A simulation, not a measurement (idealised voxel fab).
The name of this process module is voxel lift off.
Pictured: cross-section cut, 215 nm wide, on a grid of 5 nm square cells.
Reading order for cross-sections: top band down to bottom band. Underlying form: a grid of square cells. Band size: one or more rows of cells. Within each band entry, the heights of the top and of the bottom of the band appear first, in that order and in nm; the materials of the band then follow from left to right, each with its corresponding width in nm. The designation "everywhere" on a single material indicates that it fills the band from edge to edge; the designation "empty" indicates empty space. For the purposes of this specification, 0 denotes the height below which the wafer in its as-received condition is composed wholly of one material, and the lowermost band, lacking a lower limit, extends downward without end, as expressed in "0 -> down". Note: "30->40" means the width goes from the first number (top row of the band) to the second number (bottom row) in equal steps per row of cells. No cell of the cross-section changed in a step that is given as "no modifications". For the entry "Sealed voids", the listed items are empty spaces with no open way to the top whose size is 8 cells or more; each item follows the pattern width x height at distance, where distance is from the left edge and all three are in nm. Heads up: the bit after the settings on a step's line is the simulator's remark on that step. The optional step-line setting "overlay nm" applies to steps with a mask and quantifies how far to the right of its planned location the mask lay, a negative value indicating leftward placement.
## Planned process steps
1,op RECEIVE | material Si
2,op CONFORMAL_DEP | material SiN | thk nm 5
3,op PATTERN | tone open | mask id LINES | material resist | width nm 20 | pitch nm 45 | thk nm 20 | overlay nm -15
4,op DIRECTIONAL_DEP | material Ru | thk nm 5
5,op STRIP | etch materials resist
6,op CONFORMAL_DEP | material SiCN | thk nm 5
The plan shows the overlay nm of step 3 as the first wafer had it; this setting differs between the wafers, which start out alike.
## Cross-section: the first of several wafers in its as-received state, i.e. following step 1
  0 -> down  Si everywhere
  Sealed voids: none
## After the module's final step, step 6: the first of several wafers in cross-section
  15 -> 10  30 nm empty / 30 nm SiCN / 15 nm empty / 30 nm SiCN / 15 nm empty / 30 nm SiCN / 65 nm empty
  10 -> 5  35 nm SiCN / 20 nm Ru / 25 nm SiCN / 20 nm Ru / 25 nm SiCN / 20 nm Ru / 70 nm SiCN
  5 -> 0  SiN everywhere
  0 -> down  Si everywhere
  Sealed voids: none
## Of the several wafers, the last: cross-section at the end of the module
  15 -> 10  60 nm empty / 30 nm SiCN / 15 nm empty / 30 nm SiCN / 15 nm empty / 30 nm SiCN / 35 nm empty
  10 -> 5  65 nm SiCN / 20 nm Ru / 25 nm SiCN / 20 nm Ru / 25 nm SiCN / 20 nm Ru / 40 nm SiCN
  5 -> 0  SiN everywhere
  0 -> down  Si everywhere
  Sealed voids: none
## What follows is a table in which each wafer occupies a row; for the wafer as it stands at the close of the module, the row states, material by material, how many cells have been gained (+) or lost (-) since receipt, and then gives its closed voids
overlay nm -15; +12 Ru; +49 SiCN; +43 SiN; Sealed voids: none
overlay nm -10; +12 Ru; +49 SiCN; +43 SiN; Sealed voids: none
overlay nm -5; +12 Ru; +49 SiCN; +43 SiN; Sealed voids: none
overlay nm 0; +12 Ru; +49 SiCN; +43 SiN; Sealed voids: none
overlay nm 5; +12 Ru; +49 SiCN; +43 SiN; Sealed voids: none
overlay nm 10; +12 Ru; +49 SiCN; +43 SiN; Sealed voids: none
overlay nm 15; +12 Ru; +49 SiCN; +43 SiN; Sealed voids: none
